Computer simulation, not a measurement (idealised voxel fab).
The name of this process module is voxel released beams.
The width of the displayed cross-section, cut, is 225 nm; its cells are square, with a size of 5 nm.
Heads up, the way a cross-section reads in here is a grid of square cells, handed over as bands from the top down, with every band being one or more rows of cells. The entry gives the band's vertical extent as a top height and a bottom height in nm, then its horizontal make-up as materials from left to right, each with a width in nm. "empty" stands for empty space; a single material marked "all across" fills the band edge to edge. Heights are expressed relative to 0, this being the level below which the as-received wafer comprises one material exclusively. The lowest band is unbounded in the downward direction and is denoted as in "0 and below". When a width is written as two numbers, as in "30..40", the first number is the width in the top row of cells of the band and the second is the width in its bottom row, and the width changes by the same amount from each row to the next. Any step labelled "everything unchanged" changed none of the cells in the cross-section. Under "Fully sealed voids" you'll find the enclosed gaps, the ones with no way out to the top, that are 8 cells or bigger; each reads width x height at distance, with distance counted from the left edge, everything in nm. Read whatever lies past the settings on a step's line as the simulator's own remark about the step. Regarding "overlay nm": on a step with a mask, it is the distance the mask lay to the right of its planned place; a negative value places it to the left.

# Steps planned for the process
1,RECEIVE (material Si)
2,CONFORMAL_DEP (material Al2O3; thk nm 5)
3,DIRECTIONAL_DEP (material SiO2; thk nm 20)
4,MASKED_ETCH (tone open; mask id ANCHOR; width nm 40; etch materials SiO2; depth nm 20; overlay nm 0)
5,CONFORMAL_DEP (material SiN; thk nm 15)
6,MASKED_ETCH (tone cover; mask id BEAM; width nm 110; etch materials SiN; depth nm 15; overlay nm 0)
7,STRIP (etch materials SiO2)
Wafers differ in width nm at step 6; plan lists the first wafer's value; identical starting state.

# As received, i.e. after step 1: cross-section through the first of several wafers
  0 and below = Si all across
  Fully sealed voids: none

# Per-wafer rows below. For each material: cells gained (+) or lost (-) since the wafer was received, as of end of module. Then: closed voids
width nm 110; +45 Al2O3; +90 SiN; Fully sealed voids: none
width nm 115; +45 Al2O3; +93 SiN; Fully sealed voids: none
width nm 120; +45 Al2O3; +96 SiN; Fully sealed voids: none
width nm 125; +45 Al2O3; +99 SiN; Fully sealed voids: none
width nm 130; +45 Al2O3; +102 SiN; Fully sealed voids: none
width nm 135; +45 Al2O3; +105 SiN; Fully sealed voids: none
